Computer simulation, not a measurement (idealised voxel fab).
Process module heading - voxel self aligned vias
In the cross-section labelled cut, the width is 190 nm and each square cell is 5 nm.
Heads up, the way a cross-section reads in here is a grid of square cells, handed over as bands from the top down, with every band being one or more rows of cells. Band: top height; bottom height; in nm. Then, left to right: material with width in nm, for each material. "everywhere": a single material spanning edge to edge. "blank": empty space. The reference from which all heights are counted is 0, the level beneath which the as-received wafer is entirely one material; the lowest band, having no lower bound, proceeds downward and is written after the example "from 0 down". A width such as "30..40" changes by the same amount from each row of cells to the next, from the band's top row to its bottom row. No cell of the cross-section changed in a step that is given as "remained unchanged". "Closed void inventory" - sealed voids, min. 8 cells, no opening to top; format: width x height at distance (distance from left edge; nm throughout). after a step's settings: what the simulator itself notes on the step. The optional step-line setting "overlay nm" applies to steps with a mask and quantifies how far to the right of its planned location the mask lay, a negative value indicating leftward placement.
Here's what the planned process steps look like:
1) op RECEIVE | material Si
2) op CONFORMAL_DEP | material SiO2 | thk nm 15
3) op CONFORMAL_DEP | material SiCN | thk nm 5
4) op DIRECTIONAL_DEP | material lowk | thk nm 20
5) op MASKED_ETCH | tone open | mask id LINES | width nm 25 | pitch nm 70 | etch materials lowk | depth nm 20 | overlay nm 0
6) op CONFORMAL_DEP | material TiN | thk nm 5
7) op FILL_DEP | material W | thk nm 5
8) op CMP | height nm 40
9) op SELECTIVE_ETCH | etch materials W Ru TiN | depth nm 5
10) op FILL_DEP | material SiN | thk nm 10
11) op CMP | height nm 40
12) op DIRECTIONAL_DEP | material lowk | thk nm 15
13) op DIRECTIONAL_DEP | material aC | thk nm 10
14) op PATTERN | tone open | mask id VIAS | material resist | width nm 45 | thk nm 25 | overlay nm 0
15) op DIRECTIONAL_ETCH | etch materials aC | depth nm 10
16) op STRIP | etch materials resist
17) op DIRECTIONAL_ETCH | etch materials lowk | depth nm 15
18) op DIRECTIONAL_ETCH | etch materials SiN | depth nm 5
19) op STRIP | etch materials aC
20) op CONFORMAL_DEP | material TiN | thk nm 5
21) op FILL_DEP | material Cu | thk nm 10
22) op CMP | height nm 55
23) op CONFORMAL_DEP | material SiN | thk nm 5
As-received wafer cross-section (after step 1):
> from 0 down | Si everywhere
> Closed void inventory: none
Post-module cross-section: identical start and plan to those above, one misstep in execution:
> from 60 to 55 | SiN everywhere
> from 55 to 40 | lowk (35); TiN (5); Cu (35); TiN (5); lowk (110)
> from 40 to 35 | lowk (35); TiN (45); lowk (35); SiN (25); lowk (50)
> from 35 to 25 | lowk (35..45); TiN (15..5); W (15); TiN (15..5); lowk (35..45); TiN (5); W (15); TiN (5); lowk (50)
> from 25 to 20 | lowk (45); TiN (25); lowk (45); TiN (25); lowk (50)
> from 20 to 15 | SiCN everywhere
> from 15 to 0 | SiO2 everywhere
> from 0 down | Si everywhere
> Closed void inventory: none
Here's what went sideways: step 17 was processed under conditions differing from the plan, specifically as op DIRECTIONAL_ETCH | etch materials lowk | depth nm 25
